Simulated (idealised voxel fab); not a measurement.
The document below concerns the process module designated voxel fin reveal.
The width of the displayed cross-section, cut, is 220 nm; its cells are square, with a size of 5 nm.
Cross-section spec: square-cell grid; bands listed top down; each band is one or more rows. Band: top height; bottom height; in nm. Then, left to right: material with width in nm, for each material. "everywhere": a single material spanning edge to edge. "air": empty space. Below 0: as-received wafer, all one material; heights counted from there. Lowest band: no bottom, goes on down, written "0..down". It should be noted that a width expressed as "30->40" varies in equal increments from row to row of cells within the band, taking the value of the first number at the top row and that of the second number at the bottom row. You'll sometimes find "remained unchanged" written for a step, and that's the way of saying that nowhere in the cross-section did a cell change during that step. For the entry "Fully sealed cavities", the listed items are empty spaces with no open way to the top whose size is 8 cells or more; each item follows the pattern width x height at distance, where distance is from the left edge and all three are in nm. after a step's settings: what the simulator itself notes on the step. overlay nm: for a step with a mask, the amount by which the mask lay right of where it was planned; a negative amount means left of it.
### The following list gives the planned process steps
| 1 | op RECEIVE | material Si |
| 2 | op CONFORMAL_DEP | material SiN | thk nm 10 |
| 3 | op MASKED_ETCH | tone cover | mask id FINS | width nm 15 | pitch nm 45 | etch materials SiN | depth nm 10 | overlay nm 0 |
| 4 | op MASKED_ETCH | tone cover | mask id FINS | width nm 15 | pitch nm 45 | etch materials Si | depth nm 35 | overlay nm 0 |
| 5 | op OXIDIZE | depth nm 5 |
| 6 | op FILL_DEP | material SiO2 | thk nm 10 |
| 7 | op CMP | height nm 10 |
| 8 | op SELECTIVE_ETCH | etch materials SiO2 | depth nm 35 |
| 9 | op STRIP | etch materials SiN |
### Cross-sectional view of the wafer in its as-received condition, corresponding to the state after step 1
> 0..down: Si everywhere
> Fully sealed cavities: none
### Post-module cross-section of the first of two wafers (run per plan)
> 0..-25: air=85  Si=5  air=40  Si=5  air=85
> -25..-40: SiO2=85  Si=5  SiO2=40  Si=5  SiO2=85
> -40..down: Si everywhere
> Fully sealed cavities: none
### Here is the second of the two wafers cut open at the end of the module - same start, same plan as the first one, but we made one mistake running it
> 0..-25: air=85  Si=5  air=40  Si=5  air=85
> -25..-50: SiO2=85  Si=5  SiO2=40  Si=5  SiO2=85
> -50..down: Si everywhere
> Fully sealed cavities: none
What was done differently from what was planned? not per plan at step 4, really ran op MASKED_ETCH | tone cover | mask id FINS | width nm 15 | pitch nm 45 | etch materials Si | depth nm 45 | overlay nm 0
Wafer comparison, final, in cells, second relative to first, materials more or fewer: Si: 84 fewer | SiO2: 84 more
